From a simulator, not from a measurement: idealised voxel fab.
Process module name: voxel wiring stack
Displayed cross-section: cut, width of 205 nm, square cells sized 5 nm.
Cross-section = grid of square cells, listed top down in bands; band = one or more rows. It is stipulated that each band's entry specify, in nanometres, the height of the top of the band and then that of its bottom, followed by the materials of the band in left-to-right sequence, each together with its width in nanometres. A single material marked by the word "edge to edge" is understood to fill the band from edge to edge; the word "air" is understood to denote empty space. Heads up on the height convention: 0 is the point under which the incoming wafer is all one material, and the lowest band has no bottom, it just keeps going down, like "0 down". When a width is written as two numbers, as in "30 to 40", the first number is the width in the top row of cells of the band and the second is the width in its bottom row, and the width changes by the same amount from each row to the next. Step note "nothing altered" = no cross-section cell changed. For the entry "Tabulated closed voids", the listed items are empty spaces with no open way to the top whose size is 8 cells or more; each item follows the pattern width x height at distance, where distance is from the left edge and all three are in nm. Read whatever lies past the settings on a step's line as the simulator's own remark about the step. Among the settings permitted on a step's line is "overlay nm"; applied to a step with a mask, it specifies the extent to which the mask lay to the right of its planned position, whereas a negative figure signifies a position to the left.

-- Here's what the planned process steps look like
1,RECEIVE (material Si)
2,CONFORMAL_DEP (material SiO2; thk nm 15)
3,DIRECTIONAL_DEP (material TiN; thk nm 5)
4,DIRECTIONAL_DEP (material W; thk nm 25)
5,PATTERN (tone cover; mask id METAL_1; material resist; width nm 30; pitch nm 55; thk nm 15; overlay nm 0)
6,DIRECTIONAL_ETCH (etch materials W; depth nm 25)
7,DIRECTIONAL_ETCH (etch materials TiN; depth nm 5)
8,STRIP (etch materials resist)
9,FILL_DEP (material lowk; thk nm 5)
10,CMP (height nm 45)
11,CONFORMAL_DEP (material SiCN; thk nm 5)
12,DIRECTIONAL_DEP (material SiO2; thk nm 20)
13,DIRECTIONAL_DEP (material aC; thk nm 10)
14,PATTERN (tone open; mask id PLUG_1; material resist; width nm 15; pitch nm 110; thk nm 30; overlay nm 0)
15,DIRECTIONAL_ETCH (etch materials aC; depth nm 10)
16,STRIP (etch materials resist)
17,DIRECTIONAL_ETCH (etch materials SiO2; depth nm 20)
18,DIRECTIONAL_ETCH (etch materials SiCN; depth nm 5)
19,STRIP (etch materials aC)
20,CONFORMAL_DEP (material TiN; thk nm 5)
21,FILL_DEP (material W; thk nm 5)
22,CMP (height nm 70)
23,DIRECTIONAL_DEP (material TiN; thk nm 5)
24,DIRECTIONAL_DEP (material W; thk nm 15)
25,PATTERN (tone cover; mask id METAL_2; material resist; width nm 30; pitch nm 55; thk nm 20; overlay nm 0)
26,DIRECTIONAL_ETCH (etch materials W; depth nm 15)
27,DIRECTIONAL_ETCH (etch materials TiN; depth nm 5)
28,STRIP (etch materials resist)
29,FILL_DEP (material SiO2; thk nm 10)
30,CMP (height nm 90)
31,CONFORMAL_DEP (material SiCN; thk nm 5)
32,DIRECTIONAL_DEP (material lowk; thk nm 30)
33,PATTERN (tone open; mask id METAL_3_HOLES; material resist; width nm 15; pitch nm 55; thk nm 20; overlay nm -15)
34,DIRECTIONAL_ETCH (etch materials lowk; depth nm 30)
35,STRIP (etch materials resist)
36,MASKED_ETCH (tone open; mask id METAL_3; width nm 30; pitch nm 55; etch materials lowk; depth nm 15; overlay nm 0)
37,MASKED_ETCH (tone open; mask id METAL_3; width nm 30; pitch nm 55; etch materials SiCN; depth nm 5; overlay nm 0)
38,CONFORMAL_DEP (material TiN; thk nm 5)
39,FILL_DEP (material Ru; thk nm 10)
40,CMP (height nm 125)
41,CONFORMAL_DEP (material SiN; thk nm 5)
For clarity, it should be stated that the wafers under discussion commence in an identical condition and differ with respect to the overlay nm of step 33, the plan indicating the value that the first wafer had.

-- Sectional view: first of several wafers, as received, after step 1
  0 down = Si edge to edge
  Tabulated closed voids: none

-- Below is a per-wafer table. In it, each row describes the wafer at the end of the module by giving, for each material, the number of cells gained (+) or lost (-) since the wafer was received, and after that the closed voids of the wafer
overlay nm -15 | +51 Ru | +76 SiCN | +41 SiN | +355 SiO2 | +115 TiN | +152 W | +276 lowk | Tabulated closed voids: none
overlay nm -10 | +45 Ru | +73 SiCN | +41 SiN | +355 SiO2 | +115 TiN | +152 W | +285 lowk | Tabulated closed voids: none
overlay nm -5 | +39 Ru | +70 SiCN | +41 SiN | +355 SiO2 | +115 TiN | +152 W | +294 lowk | Tabulated closed voids: none
overlay nm 0 | +36 Ru | +67 SiCN | +41 SiN | +355 SiO2 | +112 TiN | +152 W | +303 lowk | Tabulated closed voids: none
overlay nm 5 | +36 Ru | +67 SiCN | +41 SiN | +355 SiO2 | +112 TiN | +152 W | +303 lowk | Tabulated closed voids: none
overlay nm 10 | +36 Ru | +67 SiCN | +41 SiN | +355 SiO2 | +112 TiN | +152 W | +303 lowk | Tabulated closed voids: none
overlay nm 15 | +36 Ru | +67 SiCN | +41 SiN | +355 SiO2 | +112 TiN | +152 W | +303 lowk | Tabulated closed voids: none
